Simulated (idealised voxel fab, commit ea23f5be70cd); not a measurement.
process module | voxel spacer lines
cross-section cut | 235 nm wide | cells 5 nm
A cross-section is a grid of square cells, given in bands from the top down. A band is one or more rows of cells.
Each band's line starts with the height of the band's top and of its bottom, in nm. Then come its materials from left to right, each with its width in nm. One material with "throughout" fills the band from edge to edge. "air" is empty space.
Height 0 is the level under which the wafer as received is all one material. The lowest band goes on downwards, as in "0 down".
A width such as "30 to 40" changes by the same amount from each row of cells to the next, from the band's top row to its bottom row.
"no change" after a step means that no cell of the cross-section changed.
closed voids: empty space of 8 cells or more with no open way to the top, each as width x height at its distance from the left edge, in nm
after a step's settings: what the simulator itself notes on the step
overlay nm, on a step with a mask: how far to the right of its planned place the mask lay; to the left if negative
plan
1 op RECEIVE | material Si
2 op CONFORMAL_DEP | material Al2O3 | thk nm 5
3 op DIRECTIONAL_DEP | material polySi | thk nm 10
4 op DIRECTIONAL_DEP | material aC | thk nm 30
5 op PATTERN | tone cover | mask id MANDREL | material resist | width nm 15 | pitch nm 50 | thk nm 35 | overlay nm 0
6 op DIRECTIONAL_ETCH | etch materials aC | depth nm 30
7 op STRIP | etch materials resist
8 op CONFORMAL_DEP | material SiO2 | thk nm 10
9 op DIRECTIONAL_ETCH | etch materials SiO2 | depth nm 10
10 op STRIP | etch materials aC
11 op DIRECTIONAL_ETCH | etch materials polySi | depth nm 10
12 op STRIP | etch materials SiO2
first wafer, as planned
as received, after step 1
  0 down: Si throughout
  closed voids: none
after step 2
  5 to 0: Al2O3 throughout
  below 0: unchanged
after step 3
  15 to 5: polySi throughout
  below 5: unchanged
after step 4
  45 to 15: aC throughout
  below 15: unchanged
after step 5
  80 to 45: air 85 | resist 15 | air 35 | resist 15 | air 85
  below 45: unchanged
after step 6
  50 to 45: air 85 | resist 15 | air 35 | resist 15 | air 85
  45 to 15: air 85 | aC 15 | air 35 | aC 15 | air 85
  below 15: unchanged
after step 7
  45 to 15: air 85 | aC 15 | air 35 | aC 15 | air 85
  below 15: unchanged
after step 8
  55 to 45: air 75 | SiO2 35 | air 15 | SiO2 35 | air 75
  45 to 25: air 75 | SiO2 10 | aC 15 | SiO2 10 | air 15 | SiO2 10 | aC 15 | SiO2 10 | air 75
  25 to 15: SiO2 85 | aC 15 | SiO2 35 | aC 15 | SiO2 85
  below 15: unchanged
after step 9
  45 to 15: air 75 | SiO2 10 | aC 15 | SiO2 10 | air 15 | SiO2 10 | aC 15 | SiO2 10 | air 75
  below 15: unchanged
after step 10
  45 to 15: air 75 | SiO2 10 | air 15 | SiO2 10 | air 15 | SiO2 10 | air 15 | SiO2 10 | air 75
  below 15: unchanged
after step 11
  45 to 15: air 75 | SiO2 10 | air 15 | SiO2 10 | air 15 | SiO2 10 | air 15 | SiO2 10 | air 75
  15 to 5: air 75 | polySi 10 | air 15 | polySi 10 | air 15 | polySi 10 | air 15 | polySi 10 | air 75
  below 5: unchanged
after step 12
  15 to 5: air 75 | polySi 10 | air 15 | polySi 10 | air 15 | polySi 10 | air 15 | polySi 10 | air 75
  below 5: unchanged
second wafer: like start, like plan, one mistake. Through step 8 it matches the first wafer
when step 9 should have ended
  45 to 35: air 85 | aC 15 | air 35 | aC 15 | air 85
  35 to 15: air 75 | SiO2 10 | aC 15 | SiO2 10 | air 15 | SiO2 10 | aC 15 | SiO2 10 | air 75
  below 15: unchanged
when step 10 should have ended
  35 to 15: air 75 | SiO2 10 | air 15 | SiO2 10 | air 15 | SiO2 10 | air 15 | SiO2 10 | air 75
  below 15: unchanged
when step 11 should have ended
  35 to 15: air 75 | SiO2 10 | air 15 | SiO2 10 | air 15 | SiO2 10 | air 15 | SiO2 10 | air 75
  15 to 5: air 75 | polySi 10 | air 15 | polySi 10 | air 15 | polySi 10 | air 15 | polySi 10 | air 75
  below 5: unchanged
when step 12 should have ended
  15 to 5: air 75 | polySi 10 | air 15 | polySi 10 | air 15 | polySi 10 | air 15 | polySi 10 | air 75
  below 5: unchanged
what went wrong: step 9 was run twice
at the end the two cross-sections are the same: no effect in what this model computes
